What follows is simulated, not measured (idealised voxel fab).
Process module in this document: voxel wiring stack
Displayed cross-section: cut, width of 300 nm, square cells sized 5 nm.
We lay out every cross-section as a grid of square cells and spell it out in bands from the top down, where one band means one or more rows of cells. This entry defines a band. It first specifies the height of the band's top and the height of its bottom in nm, and then specifies the band's materials from left to right, stating each material with its width in nm. The word "full width" identifies a single material that fills the band from edge to edge, while the word "empty" identifies empty space. It should be noted that heights are counted from 0, beneath which the wafer as supplied is of one material throughout, and that the lowest band possesses no lower boundary but continues downward, as written in "from 0 down". With a width like "30..40", each row of cells in the band differs from the next by the same amount, the top row carrying the first number and the bottom row the second. Where the words "changes: none" appear for a step, the cross-section shows no cell changed by that step; every cell remained as before. Empty spaces counting at least 8 cells and having no open way to the top are listed in "Fully sealed cavities". The notation width x height at distance is used for each, the distance being from the left edge and all three values in nm. Note: text after step settings on the step line = simulator remark on that step. Each step line may optionally specify "overlay nm", which for a step with a mask gives the rightward distance between the mask's planned place and where it lay, a negative value indicating the leftward direction.

### Set out below are the planned steps of the process
step 1: RECEIVE (material Si)
step 2: CONFORMAL_DEP (material SiO2; thk nm 10)
step 3: DIRECTIONAL_DEP (material TiN; thk nm 5)
step 4: DIRECTIONAL_DEP (material W; thk nm 15)
step 5: PATTERN (tone cover; mask id METAL_1; material resist; width nm 30; pitch nm 50; thk nm 20; overlay nm 0)
step 6: DIRECTIONAL_ETCH (etch materials W; depth nm 15)
step 7: DIRECTIONAL_ETCH (etch materials TiN; depth nm 5)
step 8: STRIP (etch materials resist)
step 9: FILL_DEP (material lowk; thk nm 10)
step 10: CMP (height nm 30)
step 11: CONFORMAL_DEP (material SiCN; thk nm 5)
step 12: DIRECTIONAL_DEP (material lowk; thk nm 10)
step 13: PATTERN (tone open; mask id PLUG_1; material resist; width nm 15; pitch nm 50; thk nm 20; overlay nm 0)
step 14: DIRECTIONAL_ETCH (etch materials lowk; depth nm 10)
step 15: DIRECTIONAL_ETCH (etch materials SiCN; depth nm 5)
step 16: STRIP (etch materials resist)
step 17: EPI (material Ru; thk nm 10)
step 18: EPI (material Ru; thk nm 5)
step 19: CONFORMAL_DEP (material SiCN; thk nm 5)
step 20: DIRECTIONAL_DEP (material SiO2; thk nm 15)
step 21: DIRECTIONAL_DEP (material aC; thk nm 10)
step 22: PATTERN (tone open; mask id METAL_2; material resist; width nm 30; pitch nm 50; thk nm 30; overlay nm -15)
step 23: DIRECTIONAL_ETCH (etch materials aC; depth nm 10)
step 24: STRIP (etch materials resist)
step 25: DIRECTIONAL_ETCH (etch materials SiO2; depth nm 15)
step 26: DIRECTIONAL_ETCH (etch materials SiCN; depth nm 5)
step 27: STRIP (etch materials aC)
step 28: CONFORMAL_DEP (material TiN; thk nm 5)
step 29: FILL_DEP (material Ru; thk nm 10)
step 30: CMP (height nm 65)
step 31: EPI (material Ru; thk nm 5)
step 32: FILL_DEP (material SiCN; thk nm 5)
Variable across wafers: step 22 overlay nm (plan value is that of the first wafer; starting state common to all).

### Cross-section of the first incoming wafer of several, state after step 1
> from 0 down | Si full width
> Fully sealed cavities: none

### Cross-section, first of several wafers, end of module, after last step 32
> from 75 to 70 | SiCN full width
> from 70 to 65 | SiCN=65 / Ru=40 / SiCN=10 / Ru=40 / SiCN=10 / Ru=40 / SiCN=95
> from 65 to 50 | SiO2=70 / TiN=5 / Ru=20 / TiN=5 / SiO2=20 / TiN=5 / Ru=20 / TiN=5 / SiO2=20 / TiN=5 / Ru=20 / TiN=5 / SiO2=100
> from 50 to 45 | SiCN=70 / TiN=30 / SiCN=20 / TiN=30 / SiCN=20 / TiN=30 / SiCN=100
> from 45 to 35 | lowk=85 / Ru=15 / lowk=35 / Ru=15 / lowk=35 / Ru=15 / lowk=100
> from 35 to 30 | SiCN=85 / Ru=15 / SiCN=35 / Ru=15 / SiCN=35 / Ru=15 / SiCN=100
> from 30 to 15 | lowk=85 / W=30 / lowk=20 / W=30 / lowk=20 / W=30 / lowk=85
> from 15 to 10 | lowk=85 / TiN=30 / lowk=20 / TiN=30 / lowk=20 / TiN=30 / lowk=85
> from 10 to 0 | SiO2 full width
> from 0 down | Si full width
> Fully sealed cavities: none

### Cross-section at module completion, last wafer
> from 75 to 70 | SiCN full width
> from 70 to 65 | SiCN=95 / Ru=40 / SiCN=10 / Ru=40 / SiCN=10 / Ru=40 / SiCN=65
> from 65 to 50 | SiO2=100 / TiN=5 / Ru=20 / TiN=5 / SiO2=20 / TiN=5 / Ru=20 / TiN=5 / SiO2=20 / TiN=5 / Ru=20 / TiN=5 / SiO2=70
> from 50 to 45 | SiCN=100 / TiN=30 / SiCN=20 / TiN=30 / SiCN=20 / TiN=30 / SiCN=70
> from 45 to 35 | lowk=85 / Ru=15 / lowk=35 / Ru=15 / lowk=35 / Ru=15 / lowk=100
> from 35 to 30 | SiCN=85 / Ru=15 / SiCN=35 / Ru=15 / SiCN=35 / Ru=15 / SiCN=100
> from 30 to 15 | lowk=85 / W=30 / lowk=20 / W=30 / lowk=20 / W=30 / lowk=85
> from 15 to 10 | lowk=85 / TiN=30 / lowk=20 / TiN=30 / lowk=20 / TiN=30 / lowk=85
> from 10 to 0 | SiO2 full width
> from 0 down | Si full width
> Fully sealed cavities: none

### Rows = wafers. At module end, each row lists per material the cells gained (+) or lost (-) since the wafer was received, then the closed voids
overlay nm -15; +87 Ru; +189 SiCN; +246 SiO2; +54 TiN; +54 W; +270 lowk; Fully sealed cavities: none
overlay nm -10; +87 Ru; +189 SiCN; +246 SiO2; +54 TiN; +54 W; +270 lowk; Fully sealed cavities: none
overlay nm -5; +87 Ru; +189 SiCN; +246 SiO2; +54 TiN; +54 W; +270 lowk; Fully sealed cavities: none
overlay nm 0; +87 Ru; +189 SiCN; +246 SiO2; +54 TiN; +54 W; +270 lowk; Fully sealed cavities: none
overlay nm 5; +87 Ru; +189 SiCN; +246 SiO2; +54 TiN; +54 W; +270 lowk; Fully sealed cavities: none
overlay nm 10; +87 Ru; +189 SiCN; +246 SiO2; +54 TiN; +54 W; +270 lowk; Fully sealed cavities: none
overlay nm 15; +87 Ru; +189 SiCN; +246 SiO2; +54 TiN; +54 W; +270 lowk; Fully sealed cavities: none
